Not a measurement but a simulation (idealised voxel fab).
voxel air gaps: a process module
Xsec cut, 210 nm wide, square cell size 5 nm.
If you're reading a cross-section in this doc, picture square cells in a grid; it comes to you as bands, top ones listed first down to the bottom, and a band can be one or more rows of cells. A band entry consists of two parts. The first gives the height of the band's top and the height of its bottom, in nm. The rest lists the band's materials from left to right, each with its width in nm. A single material labelled with the word "throughout" fills the band from edge to edge, and the word "blank" marks empty space. Where do heights start? At 0: under that level the wafer as delivered is made of one material only. And the lowest band has no floor; it just carries on downward, as in "z 0 and below". You'd read "30->40" like this: the band's top row of cells is as wide as the first number, its bottom row is as wide as the second, and going down, every row changes width by the same amount as the row before did. It should be understood that the words "no change occurred", when stated for a given step, signify that the cross-section underwent no change in any of its cells during that step. "Cavities, sealed" specifies each empty space that is not open to the top and that occupies no fewer than 8 cells, using the form width x height at distance, the distance measured from the left edge and all three quantities in nm. Where a step's line continues beyond its settings, the continuation is a remark by the simulator itself on that step. overlay nm: step with mask; distance mask lay right of planned place; negative value = left of planned place.

-- Here's what the planned process steps look like
1: RECEIVE,material Si
2: CONFORMAL_DEP,material SiO2,thk nm 10
3: CONFORMAL_DEP,material SiCN,thk nm 5
4: DIRECTIONAL_DEP,material SiO2,thk nm 35
5: PATTERN,tone open,mask id LINES,material resist,width nm 15,pitch nm 40,thk nm 15,overlay nm 0
6: DIRECTIONAL_ETCH,etch materials SiO2,depth nm 35
7: STRIP,etch materials resist
8: CONFORMAL_DEP,material TiN,thk nm 5
9: FILL_DEP,material Cu,thk nm 10
10: CMP,height nm 50
11: EPI,material Ru,thk nm 10
12: SELECTIVE_ETCH,etch materials SiO2,depth nm 45
13: CONFORMAL_DEP,material SiCN,thk nm 5
For this document, wafers share an identical start and vary in the step 5 width nm; the plan quotes the first wafer's value.

-- As-received state after step 1, first of several wafers, cross-section
    z 0 and below | Si throughout
    Cavities, sealed: none

-- First wafer of several, cross-section, module end, after step 13 (last)
    z 65 to 60 | blank (40), then SiCN (125), then blank (45)
    z 60 to 50 | blank (40), then SiCN (5), then Ru (35), then SiCN (5), then Ru (35), then SiCN (5), then Ru (35), then SiCN (5), then blank (45)
    z 50 to 45 | blank (40), then SiCN (15), then TiN (5), then Cu (5), then TiN (5), then SiCN (25), then TiN (5), then Cu (5), then TiN (5), then SiCN (25), then TiN (5), then Cu (5), then TiN (5), then SiCN (15), then blank (45)
    z 45 to 20 | blank (50), then SiCN (5), then TiN (5), then Cu (5), then TiN (5), then SiCN (5), then blank (15), then SiCN (5), then TiN (5), then Cu (5), then TiN (5), then SiCN (5), then blank (15), then SiCN (5), then TiN (5), then Cu (5), then TiN (5), then SiCN (5), then blank (55)
    z 20 to 15 | SiCN (55), then TiN (15), then SiCN (25), then TiN (15), then SiCN (25), then TiN (15), then SiCN (60)
    z 15 to 10 | SiCN throughout
    z 10 to 0 | SiO2 throughout
    z 0 and below | Si throughout
    Cavities, sealed: 15 x 25 at 75; 15 x 25 at 115

-- Last wafer, end of module, cross-section
    z 65 to 60 | blank (35), then SiCN (135), then blank (40)
    z 60 to 50 | blank (35), then SiCN (5), then Ru (125), then SiCN (5), then blank (40)
    z 50 to 45 | blank (35), then SiCN (15), then TiN (5), then Cu (15), then TiN (5), then SiO2 (15), then TiN (5), then Cu (15), then TiN (5), then SiO2 (15), then TiN (5), then Cu (15), then TiN (5), then SiCN (15), then blank (40)
    z 45 to 20 | blank (45), then SiCN (5), then TiN (5), then Cu (15), then TiN (5), then SiO2 (15), then TiN (5), then Cu (15), then TiN (5), then SiO2 (15), then TiN (5), then Cu (15), then TiN (5), then SiCN (5), then blank (50)
    z 20 to 15 | SiCN (50), then TiN (25), then SiO2 (15), then TiN (25), then SiO2 (15), then TiN (25), then SiCN (55)
    z 15 to 10 | SiCN throughout
    z 10 to 0 | SiO2 throughout
    z 0 and below | Si throughout
    Cavities, sealed: none

-- Per wafer, end of module: cells gained (+) or lost (-) per material since receipt, then closed voids
width nm 15; +18 Cu; +42 Ru; +154 SiCN; +84 SiO2; +45 TiN; Cavities, sealed: 15 x 25 at 75; 15 x 25 at 115
width nm 20; +36 Cu; +48 Ru; +110 SiCN; +140 SiO2; +48 TiN; Cavities, sealed: none
width nm 25; +54 Cu; +50 Ru; +110 SiCN; +126 SiO2; +51 TiN; Cavities, sealed: none
